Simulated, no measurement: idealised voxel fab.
process module | voxel capacitor over wiring
cross-section cut | 210 nm wide | cells 5 nm
A cross-section is a grid of square cells, given in bands from the top down. A band is one or more rows of cells.
Each band's line starts with the height of the band's top and of its bottom, in nm. Then come its materials from left to right, each with its width in nm. One material with "throughout" fills the band from edge to edge. "air" is empty space.
Height 0 is the level under which the wafer as received is all one material. The lowest band goes on downwards, as in "0 down".
A width such as "30 to 40" changes by the same amount from each row of cells to the next, from the band's top row to its bottom row.
"no change" after a step means that no cell of the cross-section changed.
closed voids: empty space of 8 cells or more with no open way to the top, each as width x height at its distance from the left edge, in nm
after a step's settings: what the simulator itself notes on the step
overlay nm, on a step with a mask: how far to the right of its planned place the mask lay; to the left if negative
plan
1 op RECEIVE | material Si
2 op CONFORMAL_DEP | material SiO2 | thk nm 15
3 op CONFORMAL_DEP | material SiCN | thk nm 5
4 op DIRECTIONAL_DEP | material SiO2 | thk nm 25
5 op MASKED_ETCH | tone open | mask id METAL_1 | width nm 25 | pitch nm 75 | etch materials SiO2 | depth nm 25 | overlay nm 0
6 op MASKED_ETCH | tone open | mask id METAL_1 | width nm 25 | pitch nm 75 | etch materials SiCN | depth nm 5 | overlay nm 0
7 op CONFORMAL_DEP | material TiN | thk nm 5
8 op FILL_DEP | material W | thk nm 10
9 op CMP | height nm 45
10 op EPI | material Ru | thk nm 5
11 op FILL_DEP | material SiCN | thk nm 5
12 op DIRECTIONAL_DEP | material SiO2 | thk nm 10
13 op MASKED_ETCH | tone open | mask id PLUG_1 | width nm 15 | etch materials SiO2 | depth nm 10 | overlay nm 0
14 op MASKED_ETCH | tone open | mask id PLUG_1 | width nm 15 | etch materials SiCN | depth nm 5 | overlay nm 0
15 op CONFORMAL_DEP | material TiN | thk nm 5
16 op FILL_DEP | material W | thk nm 5
17 op CMP | height nm 65
18 op DIRECTIONAL_DEP | material TiN | thk nm 10
19 op DIRECTIONAL_DEP | material Al2O3 | thk nm 5
20 op DIRECTIONAL_DEP | material TiN | thk nm 10
21 op PATTERN | tone cover | mask id UPPER_PLATE | material resist | width nm 55 | thk nm 20 | overlay nm 0
22 op DIRECTIONAL_ETCH | etch materials TiN | depth nm 10
23 op DIRECTIONAL_ETCH | etch materials Al2O3 | depth nm 5
24 op STRIP | etch materials resist
25 op PATTERN | tone cover | mask id LOWER_PLATE | material resist | width nm 65 | thk nm 15 | overlay nm 0
26 op DIRECTIONAL_ETCH | etch materials TiN | depth nm 10
27 op STRIP | etch materials resist
28 op FILL_DEP | material SiO2 | thk nm 20
29 op CMP | height nm 105
30 op PATTERN | tone open | mask id PLUG_2 | material resist | width nm 15 | thk nm 20 | overlay nm 0
31 op DIRECTIONAL_ETCH | etch materials SiO2 | depth nm 15
32 op STRIP | etch materials resist
33 op CONFORMAL_DEP | material TiN | thk nm 5
34 op FILL_DEP | material Ru | thk nm 5
35 op CMP | height nm 105
36 op CONFORMAL_DEP | material SiCN | thk nm 5
as received, after step 1
  0 down: Si throughout
  closed voids: none
a wafer at the end: this start, this plan, one mistake
  110 to 105: SiCN throughout
  105 to 95: SiO2 75 | TiN 5 | Ru 5 | TiN 5 | SiO2 120
  95 to 90: SiO2 75 | TiN 15 | SiO2 120
  90 to 80: SiO2 65 | TiN 55 | SiO2 90
  80 to 75: SiO2 65 | Al2O3 55 | SiO2 90
  75 to 65: SiO2 60 | TiN 65 | SiO2 85
  65 to 55: SiO2 65 | TiN 5 | W 5 | TiN 5 | SiO2 130
  55 to 50: SiCN 65 | TiN 15 | SiCN 130
  50 to 45: SiCN 50 | Ru 35 | SiCN 40 | Ru 35 | SiCN 50
  45 to 30: SiO2 55 | TiN 5 | W 15 | TiN 5 | SiO2 50 | TiN 5 | W 15 | TiN 5 | SiO2 55
  30 to 25: SiCN 55 | TiN 25 | SiCN 50 | TiN 25 | SiCN 55
  25 to 15: SiCN throughout
  15 to 0: SiO2 throughout
  0 down: Si throughout
  closed voids: none
what went wrong: step 3 ran as: op CONFORMAL_DEP | material SiCN | thk nm 15
